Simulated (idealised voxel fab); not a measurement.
The process module that follows is named voxel fin reveal.
175 nm wide, 5 nm square cells: that's cross-section cut.
Cross-section, as written here: a square-cell grid given band by band from the top down, where a band holds one or more rows of cells. Band: top and bottom heights (nm) first, top before bottom; then materials from left to right, widths in nm. "everywhere" marks a sole material filling the band edge to edge. "empty" denotes empty space. Beneath 0, the wafer as received is one material, and that level is where height counting begins. The lowest band goes on downward without a bottom; it is written like "0 -> down". Graded width ("30->40"): value in top row of band = first number; value in bottom row = second number; row-to-row change constant. Step note "no alteration" = no cross-section cell changed. The list in "Closed cavities" covers empty spaces of 8 cells or more that cannot reach the top through any open way, and it gives each as width x height at distance; the distance is from the left edge, and width, height and distance are in nm. Where a step's line continues beyond its settings, the continuation is a remark by the simulator itself on that step. overlay nm: mask right of planned place by this much (step with mask). Neg. = left.

-- The process steps that were planned are listed below
1,RECEIVE [material Si]
2,CONFORMAL_DEP [material SiN] [thk nm 10]
3,MASKED_ETCH [tone cover] [mask id FINS] [width nm 15] [pitch nm 35] [etch materials SiN] [depth nm 10] [overlay nm 0]
4,MASKED_ETCH [tone cover] [mask id FINS] [width nm 15] [pitch nm 35] [etch materials Si] [depth nm 35] [overlay nm 0]
5,OXIDIZE [depth nm 5]
6,FILL_DEP [material SiO2] [thk nm 15]
7,CMP [height nm 10]
8,SELECTIVE_ETCH [etch materials SiO2] [depth nm 30]
9,STRIP [etch materials SiN]

-- This is the cross-section of the wafer as we received it, i.e. after step 1
- 0 -> down: Si everywhere
- Closed cavities: none

-- Look at the cross-section after the module: the wafer started out the way shown above and the plan was the one shown above, yet one mistake was made along the way
- 0 -> -20: 65 empty, 5 Si, 30 empty, 5 Si, 70 empty
- -20 -> -30: 30 SiO2, 35 empty, 5 Si, 30 empty, 5 Si, 35 empty, 35 SiO2
- -30 -> -40: 65 SiO2, 5 Si, 30 SiO2, 5 Si, 70 SiO2
- -40 -> down: Si everywhere
- Closed cavities: none
Here's what went sideways: steps 8 and 9 run out of order (swapped)
